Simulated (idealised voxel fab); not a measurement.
Process module under the name voxel plated lines
The cross-section on display is named cut; it measures 200 nm wide, and its cells are 5 nm squares.
A cross-section is a grid of square cells, given in bands from the top down. A band is one or more rows of cells.
Read a band's entry like this: the first values are the height of its top and the height of its bottom in nm, and what follows is the sequence of materials from left to right, each with its width in nm. Note that "empty" is empty space, and that a single material marked "everywhere" reaches across the band from edge to edge.
Height 0 is the level under which the wafer as received is all one material. The lowest band goes on downwards, as in "0 nm and below".
Width: "30..40" (first number = top row, second number = bottom row, same change from row to row of cells).
"remained the same" means the step left every cell of the cross-section as it was.
Under "Sealed internal cavities" you'll find the enclosed gaps, the ones with no way out to the top, that are 8 cells or bigger; each reads width x height at distance, with distance counted from the left edge, everything in nm.
Heads up: the bit after the settings on a step's line is the simulator's remark on that step.
overlay nm: mask right of planned place by this much (step with mask). Neg. = left.

# Listed below are the process steps as planned
- 1: RECEIVE,material Si
- 2: CONFORMAL_DEP,material SiN,thk nm 5
- 3: DIRECTIONAL_DEP,material TiN,thk nm 5
- 4: PATTERN,tone open,mask id LINES,material resist,width nm 25,pitch nm 45,thk nm 35,overlay nm 0
- 5: EPI,material Ru,thk nm 5
- 6: EPI,material Ru,thk nm 5
- 7: EPI,material Ru,thk nm 10
- 8: STRIP,etch materials resist
- 9: DIRECTIONAL_ETCH,etch materials TiN,depth nm 5
- 10: CONFORMAL_DEP,material SiO2,thk nm 10

# Run as planned: first of two wafers

# Cross-section: wafer on arrival = after step 1
0 nm and below = Si everywhere
Sealed internal cavities: none

# Take a look at the wafer's cross-section after step 2
5 nm to 0 nm = SiN everywhere
Below 0, the layers are the same as they were.

# Take a look at the wafer's cross-section after step 3
10 nm to 5 nm = TiN everywhere
Below 5, the layers are the same as they were.

# Take a look at the wafer's cross-section after step 4
45 nm to 10 nm = resist (40), empty (25), resist (20), empty (25), resist (20), empty (25), resist (45)
Below 10, the layers are the same as they were.

# Take a look at the wafer's cross-section after step 5
45 nm to 15 nm = resist (40), empty (25), resist (20), empty (25), resist (20), empty (25), resist (45)
15 nm to 10 nm = resist (40), Ru (25), resist (20), Ru (25), resist (20), Ru (25), resist (45)
Below 10, the layers are the same as they were.

# Take a look at the wafer's cross-section after step 6
45 nm to 20 nm = resist (40), empty (25), resist (20), empty (25), resist (20), empty (25), resist (45)
20 nm to 10 nm = resist (40), Ru (25), resist (20), Ru (25), resist (20), Ru (25), resist (45)
Below 10, the layers are the same as they were.

# Take a look at the wafer's cross-section after step 7
45 nm to 30 nm = resist (40), empty (25), resist (20), empty (25), resist (20), empty (25), resist (45)
30 nm to 10 nm = resist (40), Ru (25), resist (20), Ru (25), resist (20), Ru (25), resist (45)
Below 10, the layers are the same as they were.

# Take a look at the wafer's cross-section after step 8
30 nm to 10 nm = empty (40), Ru (25), empty (20), Ru (25), empty (20), Ru (25), empty (45)
Below 10, the layers are the same as they were.

# Take a look at the wafer's cross-section after step 9
30 nm to 10 nm = empty (40), Ru (25), empty (20), Ru (25), empty (20), Ru (25), empty (45)
10 nm to 5 nm = empty (40), TiN (25), empty (20), TiN (25), empty (20), TiN (25), empty (45)
Below 5, the layers are the same as they were.

# Take a look at the wafer's cross-section after step 10
40 nm to 30 nm = empty (30), SiO2 (135), empty (35)
30 nm to 15 nm = empty (30), SiO2 (10), Ru (25), SiO2 (20), Ru (25), SiO2 (20), Ru (25), SiO2 (10), empty (35)
15 nm to 10 nm = SiO2 (40), Ru (25), SiO2 (20), Ru (25), SiO2 (20), Ru (25), SiO2 (45)
10 nm to 5 nm = SiO2 (40), TiN (25), SiO2 (20), TiN (25), SiO2 (20), TiN (25), SiO2 (45)
Below 5, the layers are the same as they were.

# Wafer two. Same start, same plan, one slip in execution. Same as wafer one through step 3, inclusive

# Cross-section of the second wafer corresponding to the planned conclusion of step 4
45 nm to 10 nm = resist (45), empty (15), resist (30), empty (15), resist (30), empty (15), resist (50)
Below 10, the layers are the same as they were.

# Cross-section of the second wafer corresponding to the planned conclusion of step 5
45 nm to 15 nm = resist (45), empty (15), resist (30), empty (15), resist (30), empty (15), resist (50)
15 nm to 10 nm = resist (45), Ru (15), resist (30), Ru (15), resist (30), Ru (15), resist (50)
Below 10, the layers are the same as they were.

# Cross-section of the second wafer corresponding to the planned conclusion of step 6
45 nm to 20 nm = resist (45), empty (15), resist (30), empty (15), resist (30), empty (15), resist (50)
20 nm to 10 nm = resist (45), Ru (15), resist (30), Ru (15), resist (30), Ru (15), resist (50)
Below 10, the layers are the same as they were.

# Cross-section of the second wafer corresponding to the planned conclusion of step 7
45 nm to 30 nm = resist (45), empty (15), resist (30), empty (15), resist (30), empty (15), resist (50)
30 nm to 10 nm = resist (45), Ru (15), resist (30), Ru (15), resist (30), Ru (15), resist (50)
Below 10, the layers are the same as they were.

# Cross-section of the second wafer corresponding to the planned conclusion of step 8
30 nm to 10 nm = empty (45), Ru (15), empty (30), Ru (15), empty (30), Ru (15), empty (50)
Below 10, the layers are the same as they were.

# Cross-section of the second wafer corresponding to the planned conclusion of step 9
30 nm to 10 nm = empty (45), Ru (15), empty (30), Ru (15), empty (30), Ru (15), empty (50)
10 nm to 5 nm = empty (45), TiN (15), empty (30), TiN (15), empty (30), TiN (15), empty (50)
Below 5, the layers are the same as they were.

# Cross-section of the second wafer corresponding to the planned conclusion of step 10
40 nm to 30 nm = empty (35), SiO2 (35), empty (10), SiO2 (35), empty (10), SiO2 (35), empty (40)
30 nm to 15 nm = empty (35), SiO2 (10), Ru (15), SiO2 (10), empty (10), SiO2 (10), Ru (15), SiO2 (10), empty (10), SiO2 (10), Ru (15), SiO2 (10), empty (40)
15 nm to 10 nm = SiO2 (45), Ru (15), SiO2 (30), Ru (15), SiO2 (30), Ru (15), SiO2 (50)
10 nm to 5 nm = SiO2 (45), TiN (15), SiO2 (30), TiN (15), SiO2 (30), TiN (15), SiO2 (50)
Below 5, the layers are the same as they were.
what went wrong: step 4 off recipe, ran as PATTERN,tone open,mask id LINES,material resist,width nm 15,pitch nm 45,thk nm 35,overlay nm 0
In the final state, the cell counts of the second wafer exceed or fall short of those of the first for the following materials: Ru: 24 fewer, TiN: 6 fewer
